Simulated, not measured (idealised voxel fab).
voxel transistor to metal: a process module
Xsec cut, 165 nm wide, square cell size 5 nm.
Cross-section spec: square-cell grid; bands listed top down; each band is one or more rows. What a band's entry tells you: where the top is and where the bottom is, as heights in nm, and after that what lies inside, material by material from left to right, each with its width in nm. Empty space is written as the word "air", and a single material marked with the word "full width" occupies the band from edge to edge. For the purposes of this specification, 0 denotes the height below which the wafer in its as-received condition is composed wholly of one material, and the lowermost band, lacking a lower limit, extends downward without end, as expressed in "0 nm and below". The two numbers in a width such as "30..40" mark its ends across the band: the first belongs to the top row of cells, the second to the bottom row, and from each row to the next the width moves by the same amount. It should be understood that the words "all unchanged", when stated for a given step, signify that the cross-section underwent no change in any of its cells during that step. "Closed void table": empty spaces of 8 cells or more with no open way to the top, each given as width x height at distance, distance from the left edge, all in nm. after a step's settings: what the simulator itself notes on the step. Steps that use a mask can have "overlay nm" on their line. It says how far the mask sat to the right of where it was meant to be. Negative means to the left.
Process steps foreseen in the plan:
1. RECEIVE: material Si
2. OXIDIZE: depth nm 5
3. CONFORMAL_DEP: material SiN, thk nm 10
4. MASKED_ETCH: tone cover, mask id ACTIVE, width nm 115, etch materials SiN, depth nm 10, overlay nm 0
5. MASKED_ETCH: tone cover, mask id ACTIVE, width nm 115, etch materials SiO2, depth nm 5, overlay nm 0
6. MASKED_ETCH: tone cover, mask id ACTIVE, width nm 115, etch materials Si, depth nm 35, overlay nm 0
7. OXIDIZE: depth nm 5
8. FILL_DEP: material SiO2, thk nm 15
9. CMP: height nm 10
10. SELECTIVE_ETCH: etch materials SiO2, depth nm 10
11. STRIP: etch materials SiN
12. SELECTIVE_ETCH: etch materials SiO2, depth nm 5
13. OXIDIZE: depth nm 5
14. DIRECTIONAL_DEP: material polySi, thk nm 25
15. DIRECTIONAL_DEP: material SiCN, thk nm 10
16. MASKED_ETCH: tone cover, mask id GATE, width nm 35, etch materials SiCN, depth nm 20, overlay nm 0
17. MASKED_ETCH: tone cover, mask id GATE, width nm 35, etch materials polySi, depth nm 35, overlay nm 0
18. CONFORMAL_DEP: material SiN, thk nm 10
19. DIRECTIONAL_ETCH: etch materials SiN, depth nm 10
20. DIRECTIONAL_ETCH: etch materials SiO2, depth nm 5
21. DIRECTIONAL_ETCH: etch materials Si, depth nm 5
22. EPI: material SiGe, thk nm 5
23. FILL_DEP: material SiO2, thk nm 10
24. CMP: height nm 20
25. STRIP: etch materials polySi
26. SELECTIVE_ETCH: etch materials SiO2, depth nm 5
27. CONFORMAL_DEP: material HfO2, thk nm 5
28. CONFORMAL_DEP: material TiN, thk nm 5
29. FILL_DEP: material W, thk nm 5
30. CMP: height nm 15
31. DIRECTIONAL_DEP: material SiO2, thk nm 10
32. DIRECTIONAL_DEP: material aC, thk nm 10
33. PATTERN: tone open, mask id CONTACT, material resist, width nm 20, pitch nm 85, thk nm 30, overlay nm 0
34. DIRECTIONAL_ETCH: etch materials aC, depth nm 10
35. STRIP: etch materials resist
36. DIRECTIONAL_ETCH: etch materials SiO2, depth nm 35
37. STRIP: etch materials aC
38. CONFORMAL_DEP: material TiN, thk nm 5
39. FILL_DEP: material W, thk nm 5
40. CMP: height nm 25
41. DIRECTIONAL_DEP: material TiN, thk nm 5
42. DIRECTIONAL_DEP: material W, thk nm 25
43. MASKED_ETCH: tone cover, mask id METAL_1, width nm 20, pitch nm 85, etch materials W, depth nm 25, overlay nm 0
44. MASKED_ETCH: tone cover, mask id METAL_1, width nm 20, pitch nm 85, etch materials TiN, depth nm 5, overlay nm 0
45. CONFORMAL_DEP: material SiN, thk nm 5
46. FILL_DEP: material lowk, thk nm 5
47. CMP: height nm 55
48. CONFORMAL_DEP: material SiCN, thk nm 5
So this is the incoming wafer in cross-section - it's already been through step 1:
  0 nm and below  Si full width
  Closed void table: none
Final wafer profile in cross-section after the module, from the same start and plan as above, with one mistake made during processing:
  60 nm to 55 nm  SiCN full width
  55 nm to 30 nm  25 lowk | 5 SiN | 20 W | 5 SiN | 55 lowk | 5 SiN | 20 W | 5 SiN | 25 lowk
  30 nm to 25 nm  30 SiN | 20 TiN | 65 SiN | 20 TiN | 30 SiN
  25 nm to 20 nm  25 W | 5 TiN | 20 SiO2 | 5 TiN | 55 W | 5 TiN | 20 SiO2 | 5 TiN | 25 W
  20 nm to 15 nm  25 W | 5 TiN | 20 SiO2 | 65 TiN | 20 SiO2 | 5 TiN | 25 W
  15 nm to 0 nm  25 W | 5 TiN | 20 SiO2 | 5 TiN | 10 SiN | 5 HfO2 | 5 TiN | 15 W | 5 TiN | 5 HfO2 | 10 SiN | 5 TiN | 20 SiO2 | 5 TiN | 25 W
  0 nm to -5 nm  25 W | 5 TiN | 20 SiO2 | 5 TiN | 10 SiN | 5 HfO2 | 25 TiN | 5 HfO2 | 10 SiN | 5 TiN | 20 SiO2 | 5 TiN | 25 W
  -5 nm to -10 nm  30 TiN | 20 SiO2 | 5 SiGe | 5 SiO2 | 45 HfO2 | 5 SiO2 | 5 SiGe | 20 SiO2 | 30 TiN
  -10 nm to -15 nm  30 SiO2 | 25 SiGe | 55 Si | 25 SiGe | 30 SiO2
  -15 nm to -45 nm  30 SiO2 | 105 Si | 30 SiO2
  -45 nm and below  Si full width
  Closed void table: none
Run error: heads up, step 33 didn't go per plan, it actually ran as PATTERN: tone cover, mask id CONTACT, material resist, width nm 20, pitch nm 85, thk nm 30, overlay nm 0
